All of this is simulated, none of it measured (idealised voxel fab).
You're looking at the process module voxel ribs on slabs.
This is section cut - it's 200 nm across, gridded in 5 nm square cells.
A cross-section is a grid of square cells, given in bands from the top down. A band is one or more rows of cells. In this notation a band is specified by the heights of its top and bottom, in that order and in nm, after which its materials appear from left to right, each paired with its width in nm. The word "all across" attached to a single material means that material fills the band from edge to edge; the word "air" stands for empty space. Beneath 0, the wafer as received is one material, and that level is where height counting begins. The lowest band goes on downward without a bottom; it is written like "0 and below". Width spec "30->40" -> top row of cells at first value, bottom row at second value, equal per-row change in between. Given "remained the same" for a step, no cell of the cross-section differs between before and after that step. In the "Voids, sealed" entry, you get each enclosed empty space of 8 cells or more, one with no open way to the top, written width x height at distance, distance from the left edge, in nm. Formally, on a step line, whatever follows the settings is a remark that the simulator itself makes on the step. overlay nm: where the mask lay relative to plan, measured to the right, on steps with a mask; negatives go left.

[List of planned process steps]
1 RECEIVE with material Si
2 DIRECTIONAL_DEP with material SiO2, thk nm 25
3 DIRECTIONAL_DEP with material SiN, thk nm 15
4 DIRECTIONAL_DEP with material aC, thk nm 10
5 PATTERN with tone cover, mask id RIB, material resist, width nm 20, thk nm 30, overlay nm 0
6 DIRECTIONAL_ETCH with etch materials aC, depth nm 10
7 STRIP with etch materials resist
8 DIRECTIONAL_ETCH with etch materials SiN, depth nm 10
9 STRIP with etch materials aC
10 PATTERN with tone cover, mask id SLAB, material resist, width nm 80, thk nm 15, overlay nm 0
11 DIRECTIONAL_ETCH with etch materials SiN, depth nm 10
12 STRIP with etch materials resist
13 FILL_DEP with material SiO2, thk nm 25
14 CMP with height nm 65
15 DIRECTIONAL_DEP with material W, thk nm 10
16 PATTERN with tone cover, mask id HEATER, material resist, width nm 30, thk nm 20, overlay nm 0
17 DIRECTIONAL_ETCH with etch materials W, depth nm 10
18 STRIP with etch materials resist
19 CONFORMAL_DEP with material SiN, thk nm 5
Wafer-to-wafer difference: thk nm, step 3. Common start. Plan = first wafer's value.

[Here's the first of the wafers in cross-section, just as we got it, i.e. after step 1]
	0 and below  Si all across
	Voids, sealed: none

[Each row below is a wafer at the end of the module, listing for every material the number of cells it has gained (+) or lost (-) since it was received, followed by its closed voids]
thk nm 15, +68 SiN, +496 SiO2, +12 W, Voids, sealed: none
thk nm 20, +84 SiN, +480 SiO2, +12 W, Voids, sealed: none
thk nm 25, +124 SiN, +440 SiO2, +12 W, Voids, sealed: none
thk nm 30, +164 SiN, +400 SiO2, +12 W, Voids, sealed: none
thk nm 35, +204 SiN, +360 SiO2, +12 W, Voids, sealed: none
